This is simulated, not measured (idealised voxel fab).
process module | voxel wiring stack
cross-section cut | 230 nm wide | cells 5 nm
A cross-section is a grid of square cells, given in bands from the top down. A band is one or more rows of cells.
Each band's line starts with the height of the band's top and of its bottom, in nm. Then come its materials from left to right, each with its width in nm. One material with "throughout" fills the band from edge to edge. "air" is empty space.
Height 0 is the level under which the wafer as received is all one material. The lowest band goes on downwards, as in "0 down".
A width such as "30 to 40" changes by the same amount from each row of cells to the next, from the band's top row to its bottom row.
"no change" after a step means that no cell of the cross-section changed.
closed voids: empty space of 8 cells or more with no open way to the top, each as width x height at its distance from the left edge, in nm
after a step's settings: what the simulator itself notes on the step
overlay nm, on a step with a mask: how far to the right of its planned place the mask lay; to the left if negative
plan
1 op RECEIVE | material Si
2 op CONFORMAL_DEP | material SiO2 | thk nm 10
3 op DIRECTIONAL_DEP | material TiN | thk nm 5
4 op DIRECTIONAL_DEP | material W | thk nm 15
5 op MASKED_ETCH | tone cover | mask id METAL_1 | width nm 30 | pitch nm 60 | etch materials W | depth nm 15 | overlay nm 0
6 op MASKED_ETCH | tone cover | mask id METAL_1 | width nm 30 | pitch nm 60 | etch materials TiN | depth nm 5 | overlay nm 0
7 op FILL_DEP | material SiO2 | thk nm 5
8 op CMP | height nm 30
9 op CONFORMAL_DEP | material SiCN | thk nm 5
10 op DIRECTIONAL_DEP | material SiO2 | thk nm 25
11 op DIRECTIONAL_DEP | material aC | thk nm 10
12 op PATTERN | tone open | mask id METAL_2_HOLES | material resist | width nm 15 | pitch nm 60 | thk nm 25 | overlay nm 0
13 op DIRECTIONAL_ETCH | etch materials aC | depth nm 10
14 op STRIP | etch materials resist
15 op DIRECTIONAL_ETCH | etch materials SiO2 | depth nm 25
16 op STRIP | etch materials aC
17 op PATTERN | tone open | mask id METAL_2 | material resist | width nm 30 | pitch nm 60 | thk nm 20 | overlay nm 0
18 op DIRECTIONAL_ETCH | etch materials SiO2 | depth nm 15
19 op DIRECTIONAL_ETCH | etch materials SiCN | depth nm 5
20 op STRIP | etch materials resist
21 op CONFORMAL_DEP | material TiN | thk nm 5
22 op FILL_DEP | material Cu | thk nm 5
23 op CMP | height nm 60
24 op CONFORMAL_DEP | material SiCN | thk nm 5
first wafer, as planned
as received, after step 1
  0 down: Si throughout
  closed voids: none
after step 2
  10 to 0: SiO2 throughout
  below 0: unchanged
after step 3
  15 to 10: TiN throughout
  below 10: unchanged
after step 4
  30 to 15: W throughout
  below 15: unchanged
after step 5
  30 to 15: air 40 | W 30 | air 30 | W 30 | air 30 | W 30 | air 40
  below 15: unchanged
after step 6
  30 to 15: air 40 | W 30 | air 30 | W 30 | air 30 | W 30 | air 40
  15 to 10: air 40 | TiN 30 | air 30 | TiN 30 | air 30 | TiN 30 | air 40
  below 10: unchanged
after step 7
  35 to 30: SiO2 throughout
  30 to 15: SiO2 40 | W 30 | SiO2 30 | W 30 | SiO2 30 | W 30 | SiO2 40
  15 to 10: SiO2 40 | TiN 30 | SiO2 30 | TiN 30 | SiO2 30 | TiN 30 | SiO2 40
  below 10: unchanged
after step 8
  30 to 15: SiO2 40 | W 30 | SiO2 30 | W 30 | SiO2 30 | W 30 | SiO2 40
  below 15: unchanged
after step 9
  35 to 30: SiCN throughout
  below 30: unchanged
after step 10
  60 to 35: SiO2 throughout
  below 35: unchanged
after step 11
  70 to 60: aC throughout
  below 60: unchanged
after step 12
  95 to 70: resist 40 | air 15 | resist 45 | air 15 | resist 45 | air 15 | resist 55
  below 70: unchanged
after step 13
  85 to 70: resist 40 | air 15 | resist 45 | air 15 | resist 45 | air 15 | resist 55
  70 to 60: aC 40 | air 15 | aC 45 | air 15 | aC 45 | air 15 | aC 55
  below 60: unchanged
after step 14
  70 to 60: aC 40 | air 15 | aC 45 | air 15 | aC 45 | air 15 | aC 55
  below 60: unchanged
after step 15
  70 to 60: aC 40 | air 15 | aC 45 | air 15 | aC 45 | air 15 | aC 55
  60 to 35: SiO2 40 | air 15 | SiO2 45 | air 15 | SiO2 45 | air 15 | SiO2 55
  below 35: unchanged
after step 16
  60 to 35: SiO2 40 | air 15 | SiO2 45 | air 15 | SiO2 45 | air 15 | SiO2 55
  below 35: unchanged
after step 17
  80 to 60: resist 40 | air 30 | resist 30 | air 30 | resist 30 | air 30 | resist 40
  below 60: unchanged
after step 18
  80 to 60: resist 40 | air 30 | resist 30 | air 30 | resist 30 | air 30 | resist 40
  60 to 45: SiO2 40 | air 30 | SiO2 30 | air 30 | SiO2 30 | air 30 | SiO2 40
  below 45: unchanged
after step 19
  80 to 60: resist 40 | air 30 | resist 30 | air 30 | resist 30 | air 30 | resist 40
  60 to 45: SiO2 40 | air 30 | SiO2 30 | air 30 | SiO2 30 | air 30 | SiO2 40
  45 to 35: SiO2 40 | air 15 | SiO2 45 | air 15 | SiO2 45 | air 15 | SiO2 55
  35 to 30: SiCN 40 | air 15 | SiCN 45 | air 15 | SiCN 45 | air 15 | SiCN 55
  below 30: unchanged
after step 20
  60 to 45: SiO2 40 | air 30 | SiO2 30 | air 30 | SiO2 30 | air 30 | SiO2 40
  below 45: unchanged
after step 21
  65 to 60: TiN 45 | air 20 | TiN 40 | air 20 | TiN 40 | air 20 | TiN 45
  60 to 50: SiO2 40 | TiN 5 | air 20 | TiN 5 | SiO2 30 | TiN 5 | air 20 | TiN 5 | SiO2 30 | TiN 5 | air 20 | TiN 5 | SiO2 40
  50 to 45: SiO2 40 | TiN 5 | air 5 | TiN 20 | SiO2 30 | TiN 5 | air 5 | TiN 20 | SiO2 30 | TiN 5 | air 5 | TiN 20 | SiO2 40
  45 to 35: SiO2 40 | TiN 5 | air 5 | TiN 5 | SiO2 45 | TiN 5 | air 5 | TiN 5 | SiO2 45 | TiN 5 | air 5 | TiN 5 | SiO2 55
  35 to 30: SiCN 40 | TiN 15 | SiCN 45 | TiN 15 | SiCN 45 | TiN 15 | SiCN 55
  below 30: unchanged
after step 22
  70 to 65: Cu throughout
  65 to 60: TiN 45 | Cu 20 | TiN 40 | Cu 20 | TiN 40 | Cu 20 | TiN 45
  60 to 50: SiO2 40 | TiN 5 | Cu 20 | TiN 5 | SiO2 30 | TiN 5 | Cu 20 | TiN 5 | SiO2 30 | TiN 5 | Cu 20 | TiN 5 | SiO2 40
  50 to 45: SiO2 40 | TiN 5 | Cu 5 | TiN 20 | SiO2 30 | TiN 5 | Cu 5 | TiN 20 | SiO2 30 | TiN 5 | Cu 5 | TiN 20 | SiO2 40
  45 to 35: SiO2 40 | TiN 5 | Cu 5 | TiN 5 | SiO2 45 | TiN 5 | Cu 5 | TiN 5 | SiO2 45 | TiN 5 | Cu 5 | TiN 5 | SiO2 55
  below 35: unchanged
after step 23
  60 to 50: SiO2 40 | TiN 5 | Cu 20 | TiN 5 | SiO2 30 | TiN 5 | Cu 20 | TiN 5 | SiO2 30 | TiN 5 | Cu 20 | TiN 5 | SiO2 40
  below 50: unchanged
after step 24
  65 to 60: SiCN throughout
  below 60: unchanged
second wafer: like start, like plan, one mistake. Through step 2 it matches the first wafer
when step 3 should have ended: no change
when step 4 should have ended
  25 to 10: W throughout
  below 10: unchanged
when step 5 should have ended
  25 to 10: air 40 | W 30 | air 30 | W 30 | air 30 | W 30 | air 40
  below 10: unchanged
when step 6 should have ended: no change
when step 7 should have ended
  30 to 25: SiO2 throughout
  25 to 10: SiO2 40 | W 30 | SiO2 30 | W 30 | SiO2 30 | W 30 | SiO2 40
  below 10: unchanged
when step 8 should have ended: no change
when step 9 should have ended
  35 to 30: SiCN throughout
  below 30: unchanged
when step 10 should have ended
  60 to 35: SiO2 throughout
  below 35: unchanged
when step 11 should have ended
  70 to 60: aC throughout
  below 60: unchanged
when step 12 should have ended
  95 to 70: resist 40 | air 15 | resist 45 | air 15 | resist 45 | air 15 | resist 55
  below 70: unchanged
when step 13 should have ended
  85 to 70: resist 40 | air 15 | resist 45 | air 15 | resist 45 | air 15 | resist 55
  70 to 60: aC 40 | air 15 | aC 45 | air 15 | aC 45 | air 15 | aC 55
  below 60: unchanged
when step 14 should have ended
  70 to 60: aC 40 | air 15 | aC 45 | air 15 | aC 45 | air 15 | aC 55
  below 60: unchanged
when step 15 should have ended
  70 to 60: aC 40 | air 15 | aC 45 | air 15 | aC 45 | air 15 | aC 55
  60 to 35: SiO2 40 | air 15 | SiO2 45 | air 15 | SiO2 45 | air 15 | SiO2 55
  below 35: unchanged
when step 16 should have ended
  60 to 35: SiO2 40 | air 15 | SiO2 45 | air 15 | SiO2 45 | air 15 | SiO2 55
  below 35: unchanged
when step 17 should have ended
  80 to 60: resist 40 | air 30 | resist 30 | air 30 | resist 30 | air 30 | resist 40
  below 60: unchanged
when step 18 should have ended
  80 to 60: resist 40 | air 30 | resist 30 | air 30 | resist 30 | air 30 | resist 40
  60 to 45: SiO2 40 | air 30 | SiO2 30 | air 30 | SiO2 30 | air 30 | SiO2 40
  below 45: unchanged
when step 19 should have ended
  80 to 60: resist 40 | air 30 | resist 30 | air 30 | resist 30 | air 30 | resist 40
  60 to 45: SiO2 40 | air 30 | SiO2 30 | air 30 | SiO2 30 | air 30 | SiO2 40
  45 to 35: SiO2 40 | air 15 | SiO2 45 | air 15 | SiO2 45 | air 15 | SiO2 55
  35 to 30: SiCN 40 | air 15 | SiCN 45 | air 15 | SiCN 45 | air 15 | SiCN 55
  below 30: unchanged
when step 20 should have ended
  60 to 45: SiO2 40 | air 30 | SiO2 30 | air 30 | SiO2 30 | air 30 | SiO2 40
  below 45: unchanged
when step 21 should have ended
  65 to 60: TiN 45 | air 20 | TiN 40 | air 20 | TiN 40 | air 20 | TiN 45
  60 to 50: SiO2 40 | TiN 5 | air 20 | TiN 5 | SiO2 30 | TiN 5 | air 20 | TiN 5 | SiO2 30 | TiN 5 | air 20 | TiN 5 | SiO2 40
  50 to 45: SiO2 40 | TiN 5 | air 5 | TiN 20 | SiO2 30 | TiN 5 | air 5 | TiN 20 | SiO2 30 | TiN 5 | air 5 | TiN 20 | SiO2 40
  45 to 35: SiO2 40 | TiN 5 | air 5 | TiN 5 | SiO2 45 | TiN 5 | air 5 | TiN 5 | SiO2 45 | TiN 5 | air 5 | TiN 5 | SiO2 55
  35 to 30: SiCN 40 | TiN 15 | SiCN 45 | TiN 15 | SiCN 45 | TiN 15 | SiCN 55
  below 30: unchanged
when step 22 should have ended
  70 to 65: Cu throughout
  65 to 60: TiN 45 | Cu 20 | TiN 40 | Cu 20 | TiN 40 | Cu 20 | TiN 45
  60 to 50: SiO2 40 | TiN 5 | Cu 20 | TiN 5 | SiO2 30 | TiN 5 | Cu 20 | TiN 5 | SiO2 30 | TiN 5 | Cu 20 | TiN 5 | SiO2 40
  50 to 45: SiO2 40 | TiN 5 | Cu 5 | TiN 20 | SiO2 30 | TiN 5 | Cu 5 | TiN 20 | SiO2 30 | TiN 5 | Cu 5 | TiN 20 | SiO2 40
  45 to 35: SiO2 40 | TiN 5 | Cu 5 | TiN 5 | SiO2 45 | TiN 5 | Cu 5 | TiN 5 | SiO2 45 | TiN 5 | Cu 5 | TiN 5 | SiO2 55
  below 35: unchanged
when step 23 should have ended
  60 to 50: SiO2 40 | TiN 5 | Cu 20 | TiN 5 | SiO2 30 | TiN 5 | Cu 20 | TiN 5 | SiO2 30 | TiN 5 | Cu 20 | TiN 5 | SiO2 40
  below 50: unchanged
when step 24 should have ended
  65 to 60: SiCN throughout
  below 60: unchanged
what went wrong: step 3 was left out
at the end the second wafer has, in cells: 18 more of SiO2 | 18 fewer of TiN
